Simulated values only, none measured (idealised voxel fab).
Proc. module: voxel transistor to metal
Section shown: cut. Width: 150 nm. Cell size: 5 nm, square.
In what follows, cross-sections appear as grids of square cells, described through bands that run from the top down, where every band is one or more rows of cells.
This entry defines a band. It first specifies the height of the band's top and the height of its bottom in nm, and then specifies the band's materials from left to right, stating each material with its width in nm. The word "everywhere" identifies a single material that fills the band from edge to edge, while the word "empty" identifies empty space.
Counting heights begins at 0, where everything beneath is, in the wafer as received, one material. The lowest band has no bottom; it goes on downwards, as "0 down" shows.
A width such as "30 to 40" changes by the same amount from each row of cells to the next, from the band's top row to its bottom row.
"same as before" means the step left every cell of the cross-section as it was.
Entry "Closed void register" = empty spaces >= 8 cells with no open way to the top; each as width x height at distance, distance from left edge, all nm.
That trailing text on a step's line, after the settings, is the simulator's own remark on the step.
A step's line can hold "overlay nm"; with a mask on that step, the setting says how far right of the planned place the mask lay, while a negative setting says it lay to the left.
The process steps that were planned are listed below:
1) RECEIVE (material Si)
2) OXIDIZE (depth nm 5)
3) CONFORMAL_DEP (material SiN; thk nm 15)
4) DIRECTIONAL_DEP (material aC; thk nm 15)
5) PATTERN (tone cover; mask id ACTIVE; material resist; width nm 110; thk nm 30; overlay nm 0)
6) DIRECTIONAL_ETCH (etch materials aC; depth nm 15)
7) STRIP (etch materials resist)
8) DIRECTIONAL_ETCH (etch materials SiN; depth nm 15)
9) DIRECTIONAL_ETCH (etch materials SiO2; depth nm 5)
10) DIRECTIONAL_ETCH (etch materials Si; depth nm 20)
11) STRIP (etch materials aC)
12) OXIDIZE (depth nm 5)
13) FILL_DEP (material SiO2; thk nm 10)
14) CMP (height nm 15)
15) SELECTIVE_ETCH (etch materials SiO2; depth nm 5)
16) STRIP (etch materials SiN)
17) SELECTIVE_ETCH (etch materials SiO2; depth nm 5)
18) OXIDIZE (depth nm 5)
19) DIRECTIONAL_DEP (material polySi; thk nm 20)
20) DIRECTIONAL_DEP (material SiCN; thk nm 10)
21) DIRECTIONAL_DEP (material aC; thk nm 15)
22) PATTERN (tone cover; mask id GATE; material resist; width nm 30; thk nm 35; overlay nm 0)
23) DIRECTIONAL_ETCH (etch materials aC; depth nm 15)
24) STRIP (etch materials resist)
25) DIRECTIONAL_ETCH (etch materials SiCN; depth nm 20)
26) DIRECTIONAL_ETCH (etch materials polySi; depth nm 30)
27) STRIP (etch materials aC)
28) CONFORMAL_DEP (material SiO2; thk nm 5)
29) DIRECTIONAL_ETCH (etch materials SiO2; depth nm 5)
30) CONFORMAL_DEP (material SiN; thk nm 5)
31) DIRECTIONAL_ETCH (etch materials SiN; depth nm 5)
32) DIRECTIONAL_ETCH (etch materials SiO2; depth nm 5)
33) DIRECTIONAL_ETCH (etch materials Si; depth nm 15)
34) EPI (material SiGe; thk nm 15)
35) FILL_DEP (material SiO2; thk nm 5)
36) CMP (height nm 15)
37) STRIP (etch materials polySi)
38) SELECTIVE_ETCH (etch materials SiO2; depth nm 5)
39) CONFORMAL_DEP (material HfO2; thk nm 5)
40) CONFORMAL_DEP (material TiN; thk nm 5)
41) FILL_DEP (material W; thk nm 5)
42) CMP (height nm 10)
43) DIRECTIONAL_DEP (material SiO2; thk nm 15)
44) PATTERN (tone open; mask id CONTACT; material resist; width nm 15; pitch nm 85; thk nm 20; overlay nm 0)
45) DIRECTIONAL_ETCH (etch materials SiO2; depth nm 35)
46) STRIP (etch materials resist)
47) CONFORMAL_DEP (material TiN; thk nm 5)
48) FILL_DEP (material W; thk nm 10)
49) CMP (height nm 25)
50) CONFORMAL_DEP (material SiN; thk nm 5)
51) DIRECTIONAL_DEP (material SiO2; thk nm 25)
52) PATTERN (tone open; mask id METAL_1; material resist; width nm 15; pitch nm 85; thk nm 15; overlay nm 0)
53) DIRECTIONAL_ETCH (etch materials SiO2; depth nm 25)
54) DIRECTIONAL_ETCH (etch materials SiN; depth nm 5)
55) STRIP (etch materials resist)
56) CONFORMAL_DEP (material TiN; thk nm 5)
57) FILL_DEP (material Cu; thk nm 10)
58) CMP (height nm 55)
59) EPI (material Ru; thk nm 5)
60) FILL_DEP (material SiCN; thk nm 5)
61) DIRECTIONAL_DEP (material lowk; thk nm 35)
62) DIRECTIONAL_DEP (material aC; thk nm 10)
63) PATTERN (tone open; mask id METAL_2; material resist; width nm 15; pitch nm 85; thk nm 25; overlay nm 0)
64) DIRECTIONAL_ETCH (etch materials aC; depth nm 10)
65) STRIP (etch materials resist)
66) DIRECTIONAL_ETCH (etch materials lowk; depth nm 20)
67) STRIP (etch materials aC)
68) DIRECTIONAL_DEP (material aC; thk nm 15)
69) PATTERN (tone open; mask id METAL_2_HOLES; material resist; width nm 15; pitch nm 85; thk nm 35; overlay nm 0)
70) DIRECTIONAL_ETCH (etch materials aC; depth nm 15)
71) STRIP (etch materials resist)
72) DIRECTIONAL_ETCH (etch materials lowk; depth nm 15)
73) DIRECTIONAL_ETCH (etch materials SiCN; depth nm 5)
74) STRIP (etch materials aC)
75) CONFORMAL_DEP (material TiN; thk nm 5)
76) FILL_DEP (material Cu; thk nm 5)
77) CMP (height nm 100)
78) CONFORMAL_DEP (material SiCN; thk nm 5)
Wafer cross-section on receipt, i.e. after step 1:
0 down = Si everywhere
Closed void register: none
The first of the two wafers as seen in cross-section once the module was finished; processing followed the plan:
105 to 100 = SiCN everywhere
100 to 65 = lowk: 25, then TiN: 5, then Cu: 5, then TiN: 5, then lowk: 70, then TiN: 5, then Cu: 5, then TiN: 5, then lowk: 25
65 to 60 = SiCN: 25, then TiN: 15, then SiCN: 70, then TiN: 15, then SiCN: 25
60 to 55 = SiCN: 20, then Ru: 25, then SiCN: 60, then Ru: 25, then SiCN: 20
55 to 30 = SiO2: 25, then TiN: 5, then Cu: 5, then TiN: 5, then SiO2: 70, then TiN: 5, then Cu: 5, then TiN: 5, then SiO2: 25
30 to 25 = SiN: 25, then TiN: 15, then SiN: 70, then TiN: 15, then SiN: 25
25 to 10 = SiO2: 25, then TiN: 5, then W: 5, then TiN: 5, then SiO2: 70, then TiN: 5, then W: 5, then TiN: 5, then SiO2: 25
10 to 5 = SiO2: 25, then TiN: 15, then SiO2: 10, then SiN: 5, then HfO2: 5, then TiN: 5, then W: 20, then TiN: 5, then HfO2: 5, then SiN: 5, then SiO2: 10, then TiN: 15, then SiO2: 25
5 to 0 = SiO2: 20, then SiN: 5, then TiN: 10, then SiGe: 15, then SiN: 5, then HfO2: 5, then TiN: 5, then W: 20, then TiN: 5, then HfO2: 5, then SiN: 5, then SiGe: 15, then TiN: 10, then SiN: 5, then SiO2: 20
0 to -5 = SiO2: 20, then SiN: 5, then TiN: 10, then SiGe: 15, then SiN: 5, then HfO2: 5, then TiN: 30, then HfO2: 5, then SiN: 5, then SiGe: 15, then TiN: 10, then SiN: 5, then SiO2: 20
-5 to -10 = SiO2: 25, then TiN: 10, then SiGe: 15, then SiO2: 5, then HfO2: 40, then SiO2: 5, then SiGe: 15, then TiN: 10, then SiO2: 25
-10 to -25 = SiO2: 25, then SiGe: 25, then Si: 50, then SiGe: 25, then SiO2: 25
-25 to -30 = SiO2: 25, then Si: 100, then SiO2: 25
-30 down = Si everywhere
Closed void register: none
The second wafer, shown in cross-section after the module: started the same way as the first and given the same plan, yet one mistake crept into how it was run:
105 to 100 = SiCN everywhere
100 to 65 = lowk: 25, then TiN: 5, then Cu: 5, then TiN: 5, then lowk: 70, then TiN: 5, then Cu: 5, then TiN: 5, then lowk: 25
65 to 60 = SiCN: 25, then TiN: 15, then SiCN: 70, then TiN: 15, then SiCN: 25
60 to 55 = SiCN: 20, then Ru: 25, then SiCN: 60, then Ru: 25, then SiCN: 20
55 to 30 = SiO2: 25, then TiN: 5, then Cu: 5, then TiN: 5, then SiO2: 70, then TiN: 5, then Cu: 5, then TiN: 5, then SiO2: 25
30 to 25 = SiN: 25, then TiN: 15, then SiN: 70, then TiN: 15, then SiN: 25
25 to 20 = SiO2: 25, then TiN: 15, then SiO2: 70, then TiN: 15, then SiO2: 25
20 to 15 = TiN: 45, then HfO2: 15, then TiN: 5, then W: 20, then TiN: 5, then HfO2: 15, then TiN: 45
15 to 10 = HfO2: 50, then SiN: 5, then HfO2: 5, then TiN: 5, then W: 20, then TiN: 5, then HfO2: 5, then SiN: 5, then HfO2: 50
10 to 5 = SiO2: 50, then SiN: 5, then HfO2: 5, then TiN: 5, then W: 20, then TiN: 5, then HfO2: 5, then SiN: 5, then SiO2: 50
5 to 0 = SiO2: 20, then SiN: 5, then SiO2: 10, then SiGe: 15, then SiN: 5, then HfO2: 5, then TiN: 5, then W: 20, then TiN: 5, then HfO2: 5, then SiN: 5, then SiGe: 15, then SiO2: 10, then SiN: 5, then SiO2: 20
0 to -5 = SiO2: 20, then SiN: 5, then SiO2: 10, then SiGe: 15, then SiN: 5, then HfO2: 5, then TiN: 30, then HfO2: 5, then SiN: 5, then SiGe: 15, then SiO2: 10, then SiN: 5, then SiO2: 20
-5 to -10 = SiO2: 35, then SiGe: 15, then SiO2: 5, then HfO2: 40, then SiO2: 5, then SiGe: 15, then SiO2: 35
-10 to -25 = SiO2: 25, then SiGe: 25, then Si: 50, then SiGe: 25, then SiO2: 25
-25 to -30 = SiO2: 25, then Si: 100, then SiO2: 25
-30 down = Si everywhere
Closed void register: none
Which mistake was made when the wafer was run? rather than as planned, step 42 actually ran as CMP (height nm 20)
Wafer comparison, final, in cells, second relative to first, materials more or fewer: +28 HfO2 | +2 SiN | -30 SiO2 | -2 TiN | +2 W
